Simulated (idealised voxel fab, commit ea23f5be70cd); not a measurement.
A process module follows: voxel self aligned vias.
In the cross-section labelled cut, the width is 280 nm and each square cell is 5 nm.
Heads up, the way a cross-section reads in here is a grid of square cells, handed over as bands from the top down, with every band being one or more rows of cells.
Heights first: top, then bottom, in nm. Then materials, left to right, each with a width in nm. "full width" on a single material: fills the band edge to edge. "air": empty space.
Heights are reckoned from 0. Under this level, the received wafer is all of one material. The bottommost band is open-ended downward, for example "0 -> down".
When a width is written as two numbers, as in "30..40", the first number is the width in the top row of cells of the band and the second is the width in its bottom row, and the width changes by the same amount from each row to the next.
Reading "stayed the same" for a step: not a cell of the cross-section changed in it.
Empty spaces without an open route to the top, at least 8 cells in extent, make up the entry "Fully sealed cavities"; each is given as width x height at distance, where the distance is measured from the left edge, and all are in nm.
Anything after a step's settings on that line? It's the simulator's own note about the step.
On any step carrying a mask, the "overlay nm" setting, if present on the step's line, tells how far right of its planned place the mask lay; negative values point to the left.
# The process steps that were planned are listed below
1. RECEIVE (material Si)
2. CONFORMAL_DEP (material SiO2; thk nm 15)
3. CONFORMAL_DEP (material SiCN; thk nm 5)
4. DIRECTIONAL_DEP (material SiO2; thk nm 30)
5. DIRECTIONAL_DEP (material aC; thk nm 10)
6. PATTERN (tone open; mask id LINES; material resist; width nm 20; pitch nm 45; thk nm 25; overlay nm -15)
7. DIRECTIONAL_ETCH (etch materials aC; depth nm 10)
8. STRIP (etch materials resist)
9. DIRECTIONAL_ETCH (etch materials SiO2; depth nm 30)
10. STRIP (etch materials aC)
11. CONFORMAL_DEP (material TiN; thk nm 5)
12. FILL_DEP (material Ru; thk nm 5)
13. CMP (height nm 50)
14. SELECTIVE_ETCH (etch materials W Ru TiN; depth nm 10)
15. FILL_DEP (material SiN; thk nm 5)
16. CMP (height nm 50)
17. DIRECTIONAL_DEP (material SiO2; thk nm 15)
18. DIRECTIONAL_DEP (material aC; thk nm 10)
19. PATTERN (tone open; mask id VIAS; material resist; width nm 30; thk nm 25; overlay nm 0)
20. DIRECTIONAL_ETCH (etch materials aC; depth nm 10)
21. STRIP (etch materials resist)
22. DIRECTIONAL_ETCH (etch materials SiO2; depth nm 15)
23. DIRECTIONAL_ETCH (etch materials SiN; depth nm 10)
24. STRIP (etch materials aC)
25. CONFORMAL_DEP (material TiN; thk nm 5)
26. FILL_DEP (material Ru; thk nm 10)
27. CMP (height nm 65)
28. CONFORMAL_DEP (material SiCN; thk nm 5)
Be aware that, although all wafers share a common starting state, the overlay nm at step 6 differs among them, and the plan displays the first wafer's value.
# Cross-section: the first of several wafers in its as-received state, i.e. following step 1
	0 -> down  Si full width
	Fully sealed cavities: none
# End-of-module cross-section, first of several wafers, after last step 28
	70 -> 65  SiCN full width
	65 -> 55  100 nm SiO2, then 5 nm TiN, then 20 nm Ru, then 5 nm TiN, then 150 nm SiO2
	55 -> 50  100 nm SiO2, then 30 nm TiN, then 150 nm SiO2
	50 -> 40  90 nm SiO2, then 10 nm SiN, then 10 nm TiN, then 25 nm SiO2, then 20 nm SiN, then 125 nm SiO2
	40 -> 25  90 nm SiO2, then 5 nm TiN, then 10 nm Ru, then 5 nm TiN, then 25 nm SiO2, then 5 nm TiN, then 10 nm Ru, then 5 nm TiN, then 125 nm SiO2
	25 -> 20  90 nm SiO2, then 20 nm TiN, then 25 nm SiO2, then 20 nm TiN, then 125 nm SiO2
	20 -> 15  SiCN full width
	15 -> 0  SiO2 full width
	0 -> down  Si full width
	Fully sealed cavities: none
# Wafer cross-section (last wafer, module end)
	70 -> 65  SiCN full width
	65 -> 55  100 nm SiO2, then 5 nm TiN, then 20 nm Ru, then 5 nm TiN, then 150 nm SiO2
	55 -> 50  100 nm SiO2, then 30 nm TiN, then 150 nm SiO2
	50 -> 40  120 nm SiO2, then 10 nm TiN, then 10 nm SiN, then 25 nm SiO2, then 20 nm SiN, then 95 nm SiO2
	40 -> 25  120 nm SiO2, then 5 nm TiN, then 10 nm Ru, then 5 nm TiN, then 25 nm SiO2, then 5 nm TiN, then 10 nm Ru, then 5 nm TiN, then 95 nm SiO2
	25 -> 20  120 nm SiO2, then 20 nm TiN, then 25 nm SiO2, then 20 nm TiN, then 95 nm SiO2
	20 -> 15  SiCN full width
	15 -> 0  SiO2 full width
	0 -> down  Si full width
	Fully sealed cavities: none
# Per wafer (row), end of module: delta in cells per material since receipt, (+) for gained, (-) for lost; closed voids after that
overlay nm -15 | +20 Ru | +112 SiCN | +12 SiN | +606 SiO2 | +34 TiN | Fully sealed cavities: none
overlay nm -10 | +22 Ru | +112 SiCN | +10 SiN | +606 SiO2 | +34 TiN | Fully sealed cavities: none
overlay nm -5 | +24 Ru | +112 SiCN | +8 SiN | +606 SiO2 | +34 TiN | Fully sealed cavities: none
overlay nm 0 | +24 Ru | +112 SiCN | +8 SiN | +606 SiO2 | +34 TiN | Fully sealed cavities: none
overlay nm 5 | +24 Ru | +112 SiCN | +8 SiN | +606 SiO2 | +34 TiN | Fully sealed cavities: none
overlay nm 10 | +22 Ru | +112 SiCN | +10 SiN | +606 SiO2 | +34 TiN | Fully sealed cavities: none
overlay nm 15 | +20 Ru | +112 SiCN | +12 SiN | +606 SiO2 | +34 TiN | Fully sealed cavities: none
